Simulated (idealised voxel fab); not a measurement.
process module | voxel plated lines
cross-section cut | 285 nm wide | cells 5 nm
A cross-section is a grid of square cells, given in bands from the top down. A band is one or more rows of cells.
Each band's line starts with the height of the band's top and of its bottom, in nm. Then come its materials from left to right, each with its width in nm. One material with "throughout" fills the band from edge to edge. "air" is empty space.
Height 0 is the level under which the wafer as received is all one material. The lowest band goes on downwards, as in "0 down".
A width such as "30 to 40" changes by the same amount from each row of cells to the next, from the band's top row to its bottom row.
"no change" after a step means that no cell of the cross-section changed.
closed voids: empty space of 8 cells or more with no open way to the top, each as width x height at its distance from the left edge, in nm
after a step's settings: what the simulator itself notes on the step
overlay nm, on a step with a mask: how far to the right of its planned place the mask lay; to the left if negative
plan
1 op RECEIVE | material Si
2 op CONFORMAL_DEP | material Al2O3 | thk nm 5
3 op DIRECTIONAL_DEP | material TiN | thk nm 5
4 op PATTERN | tone open | mask id LINES | material resist | width nm 15 | pitch nm 55 | thk nm 25 | overlay nm 0
5 op EPI | material Ru | thk nm 10
6 op EPI | material Ru | thk nm 10
7 op STRIP | etch materials resist
8 op DIRECTIONAL_ETCH | etch materials TiN | depth nm 5
9 op CONFORMAL_DEP | material SiCN | thk nm 10
varied across the wafers: width nm of step 4. The plan shows the first wafer's value. All wafers start alike
first wafer as received, after step 1
  0 down: Si throughout
  closed voids: none
first wafer at the end, after step 9
  40 to 30: air 95 | SiCN 35 | air 20 | SiCN 35 | air 100
  30 to 15: air 95 | SiCN 10 | Ru 15 | SiCN 10 | air 20 | SiCN 10 | Ru 15 | SiCN 10 | air 100
  15 to 10: SiCN 105 | Ru 15 | SiCN 40 | Ru 15 | SiCN 110
  10 to 5: SiCN 105 | TiN 15 | SiCN 40 | TiN 15 | SiCN 110
  5 to 0: Al2O3 throughout
  0 down: Si throughout
  closed voids: none
last wafer at the end
  40 to 30: air 85 | SiCN 115 | air 85
  30 to 15: air 85 | SiCN 10 | Ru 40 | SiCN 15 | Ru 40 | SiCN 10 | air 85
  15 to 10: SiCN 95 | Ru 40 | SiCN 15 | Ru 40 | SiCN 95
  10 to 5: SiCN 95 | TiN 40 | SiCN 15 | TiN 40 | SiCN 95
  5 to 0: Al2O3 throughout
  0 down: Si throughout
  closed voids: none
each wafer at the end: cells of each material gained (+) or lost (-) since it was received, then its closed voids
width nm 15 | +57 Al2O3 | +24 Ru | +154 SiCN | +6 TiN | closed voids: none
width nm 20 | +57 Al2O3 | +32 Ru | +154 SiCN | +8 TiN | closed voids: none
width nm 25 | +57 Al2O3 | +40 Ru | +154 SiCN | +10 TiN | closed voids: none
width nm 30 | +57 Al2O3 | +48 Ru | +154 SiCN | +12 TiN | closed voids: none
width nm 35 | +57 Al2O3 | +56 Ru | +154 SiCN | +14 TiN | closed voids: none
width nm 40 | +57 Al2O3 | +64 Ru | +149 SiCN | +16 TiN | closed voids: none
